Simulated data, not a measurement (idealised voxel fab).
The document below concerns the process module designated voxel self aligned contacts.
The figure presents cross-section cut, which has a width of 290 nm and is divided into square cells with an edge length of 5 nm.
This document writes a cross-section as a grid whose cells are square, and gives it as bands, listed from the top down; one or more rows of cells form a band. A band entry consists of two parts. The first gives the height of the band's top and the height of its bottom, in nm. The rest lists the band's materials from left to right, each with its width in nm. A single material labelled with the word "all across" fills the band from edge to edge, and the word "empty" marks empty space. Convention: height 0 is the level below which the wafer, as received, is all one material. The lowest band does not terminate at the bottom but continues downward, represented as "0 nm and below". Think of "30->40" as a width that walks from the first number to the second as you go down the band, top row to bottom row, taking equal-sized steps from row to row. Step marked "no modification"? Then no cell in the cross-section changed in it. Listed in "Entrapped voids": every empty space of 8 or more cells without an open way to the top. Form: width x height at distance, the distance being from the left edge, all in nm. The remark found on a step's line after its settings is issued by the simulator itself and pertains to that step. "overlay nm" answers the question of how far to the right of plan the mask lay on a step that has a mask, and when it is negative the answer is to the left.
### List of planned process steps
1) RECEIVE,material Si
2) OXIDIZE,depth nm 5
3) DIRECTIONAL_DEP,material polySi,thk nm 25
4) DIRECTIONAL_DEP,material SiN,thk nm 20
5) DIRECTIONAL_DEP,material aC,thk nm 15
6) PATTERN,tone cover,mask id GATE,material resist,width nm 25,pitch nm 70,thk nm 30,overlay nm 0
7) DIRECTIONAL_ETCH,etch materials aC,depth nm 15
8) STRIP,etch materials resist
9) DIRECTIONAL_ETCH,etch materials SiN,depth nm 20
10) DIRECTIONAL_ETCH,etch materials polySi,depth nm 25
11) STRIP,etch materials aC
12) CONFORMAL_DEP,material SiN,thk nm 10
13) DIRECTIONAL_ETCH,etch materials SiN,depth nm 10
14) FILL_DEP,material SiO2,thk nm 20
15) CMP,height nm 55
16) MASKED_ETCH,tone open,mask id CONTACT,width nm 55,etch materials SiO2,depth nm 60,overlay nm 0
17) CONFORMAL_DEP,material TiN,thk nm 5
18) FILL_DEP,material W,thk nm 10
19) CMP,height nm 55
20) CONFORMAL_DEP,material SiN,thk nm 5
### Concerning the first of two wafers, which was run in accordance with the plan
### So this is the incoming wafer in cross-section - it's already been through step 1
    0 nm and below = Si all across
    Entrapped voids: none
### Once step 2 is through, the wafer looks like this in cross-section
    0 nm to -5 nm = SiO2 all across
    Note: structure below -5 unchanged.
### Once step 3 is through, the wafer looks like this in cross-section
    25 nm to 0 nm = polySi all across
    Note: structure below 0 unchanged.
### Once step 4 is through, the wafer looks like this in cross-section
    45 nm to 25 nm = SiN all across
    Note: structure below 25 unchanged.
### Once step 5 is through, the wafer looks like this in cross-section
    60 nm to 45 nm = aC all across
    Note: structure below 45 unchanged.
### Once step 6 is through, the wafer looks like this in cross-section
    90 nm to 60 nm = 95 nm empty  25 nm resist  45 nm empty  25 nm resist  100 nm empty
    Note: structure below 60 unchanged.
### Once step 7 is through, the wafer looks like this in cross-section
    75 nm to 60 nm = 95 nm empty  25 nm resist  45 nm empty  25 nm resist  100 nm empty
    60 nm to 45 nm = 95 nm empty  25 nm aC  45 nm empty  25 nm aC  100 nm empty
    Note: structure below 45 unchanged.
### Once step 8 is through, the wafer looks like this in cross-section
    60 nm to 45 nm = 95 nm empty  25 nm aC  45 nm empty  25 nm aC  100 nm empty
    Note: structure below 45 unchanged.
### Once step 9 is through, the wafer looks like this in cross-section
    60 nm to 45 nm = 95 nm empty  25 nm aC  45 nm empty  25 nm aC  100 nm empty
    45 nm to 25 nm = 95 nm empty  25 nm SiN  45 nm empty  25 nm SiN  100 nm empty
    Note: structure below 25 unchanged.
### Once step 10 is through, the wafer looks like this in cross-section
    60 nm to 45 nm = 95 nm empty  25 nm aC  45 nm empty  25 nm aC  100 nm empty
    45 nm to 25 nm = 95 nm empty  25 nm SiN  45 nm empty  25 nm SiN  100 nm empty
    25 nm to 0 nm = 95 nm empty  25 nm polySi  45 nm empty  25 nm polySi  100 nm empty
    Note: structure below 0 unchanged.
### Once step 11 is through, the wafer looks like this in cross-section
    45 nm to 25 nm = 95 nm empty  25 nm SiN  45 nm empty  25 nm SiN  100 nm empty
    Note: structure below 25 unchanged.
### Once step 12 is through, the wafer looks like this in cross-section
    55 nm to 25 nm = 85 nm empty  45 nm SiN  25 nm empty  45 nm SiN  90 nm empty
    25 nm to 10 nm = 85 nm empty  10 nm SiN  25 nm polySi  10 nm SiN  25 nm empty  10 nm SiN  25 nm polySi  10 nm SiN  90 nm empty
    10 nm to 0 nm = 95 nm SiN  25 nm polySi  45 nm SiN  25 nm polySi  100 nm SiN
    Note: structure below 0 unchanged.
### Once step 13 is through, the wafer looks like this in cross-section
    45 nm to 25 nm = 85 nm empty  45 nm SiN  25 nm empty  45 nm SiN  90 nm empty
    25 nm to 0 nm = 85 nm empty  10 nm SiN  25 nm polySi  10 nm SiN  25 nm empty  10 nm SiN  25 nm polySi  10 nm SiN  90 nm empty
    Note: structure below 0 unchanged.
### Once step 14 is through, the wafer looks like this in cross-section
    65 nm to 45 nm = SiO2 all across
    45 nm to 25 nm = 85 nm SiO2  45 nm SiN  25 nm SiO2  45 nm SiN  90 nm SiO2
    25 nm to 0 nm = 85 nm SiO2  10 nm SiN  25 nm polySi  10 nm SiN  25 nm SiO2  10 nm SiN  25 nm polySi  10 nm SiN  90 nm SiO2
    Note: structure below 0 unchanged.
### Once step 15 is through, the wafer looks like this in cross-section
    55 nm to 45 nm = SiO2 all across
    Note: structure below 45 unchanged.
### Once step 16 is through, the wafer looks like this in cross-section
    55 nm to 45 nm = 115 nm SiO2  55 nm empty  120 nm SiO2
    45 nm to 25 nm = 85 nm SiO2  45 nm SiN  25 nm empty  45 nm SiN  90 nm SiO2
    25 nm to 0 nm = 85 nm SiO2  10 nm SiN  25 nm polySi  10 nm SiN  25 nm empty  10 nm SiN  25 nm polySi  10 nm SiN  90 nm SiO2
    0 nm to -5 nm = 130 nm SiO2  25 nm empty  135 nm SiO2
    Note: structure below -5 unchanged.
### Once step 17 is through, the wafer looks like this in cross-section
    60 nm to 55 nm = 120 nm TiN  45 nm empty  125 nm TiN
    55 nm to 45 nm = 115 nm SiO2  5->20 nm TiN  45->15 nm empty  5->20 nm TiN  120 nm SiO2
    45 nm to 25 nm = 85 nm SiO2  45 nm SiN  5 nm TiN  15 nm empty  5 nm TiN  45 nm SiN  90 nm SiO2
    25 nm to 0 nm = 85 nm SiO2  10 nm SiN  25 nm polySi  10 nm SiN  5 nm TiN  15 nm empty  5 nm TiN  10 nm SiN  25 nm polySi  10 nm SiN  90 nm SiO2
    0 nm to -5 nm = 130 nm SiO2  25 nm TiN  135 nm SiO2
    Note: structure below -5 unchanged.
### Once step 18 is through, the wafer looks like this in cross-section
    70 nm to 60 nm = W all across
    60 nm to 55 nm = 120 nm TiN  45 nm W  125 nm TiN
    55 nm to 45 nm = 115 nm SiO2  5->20 nm TiN  45->15 nm W  5->20 nm TiN  120 nm SiO2
    45 nm to 25 nm = 85 nm SiO2  45 nm SiN  5 nm TiN  15 nm W  5 nm TiN  45 nm SiN  90 nm SiO2
    25 nm to 0 nm = 85 nm SiO2  10 nm SiN  25 nm polySi  10 nm SiN  5 nm TiN  15 nm W  5 nm TiN  10 nm SiN  25 nm polySi  10 nm SiN  90 nm SiO2
    Note: structure below 0 unchanged.
### Once step 19 is through, the wafer looks like this in cross-section
    55 nm to 45 nm = 115 nm SiO2  5->20 nm TiN  45->15 nm W  5->20 nm TiN  120 nm SiO2
    Note: structure below 45 unchanged.
### Once step 20 is through, the wafer looks like this in cross-section
    60 nm to 55 nm = SiN all across
    Note: structure below 55 unchanged.
### The second wafer began exactly as the first did and followed the same plan, but one mistake was made while running it; through step 17 inclusive, the two wafers are identical
### Cross-sectional representation of the second wafer at the time designated in the plan for the completion of step 18
    70 nm to 60 nm = SiN all across
    60 nm to 55 nm = 120 nm TiN  45 nm SiN  125 nm TiN
    55 nm to 45 nm = 115 nm SiO2  5->20 nm TiN  45->15 nm SiN  5->20 nm TiN  120 nm SiO2
    45 nm to 25 nm = 85 nm SiO2  45 nm SiN  5 nm TiN  15 nm SiN  5 nm TiN  45 nm SiN  90 nm SiO2
    25 nm to 0 nm = 85 nm SiO2  10 nm SiN  25 nm polySi  10 nm SiN  5 nm TiN  15 nm SiN  5 nm TiN  10 nm SiN  25 nm polySi  10 nm SiN  90 nm SiO2
    Note: structure below 0 unchanged.
### Cross-sectional representation of the second wafer at the time designated in the plan for the completion of step 19
    55 nm to 45 nm = 115 nm SiO2  5->20 nm TiN  45->15 nm SiN  5->20 nm TiN  120 nm SiO2
    Note: structure below 45 unchanged.
### Cross-sectional representation of the second wafer at the time designated in the plan for the completion of step 20
    60 nm to 55 nm = SiN all across
    Note: structure below 55 unchanged.
Misprocessing identified: off-plan run, step 18, actual operation and settings FILL_DEP,material SiN,thk nm 10
In the final state, the cell counts of the second wafer exceed or fall short of those of the first for the following materials: SiN +39, W -39
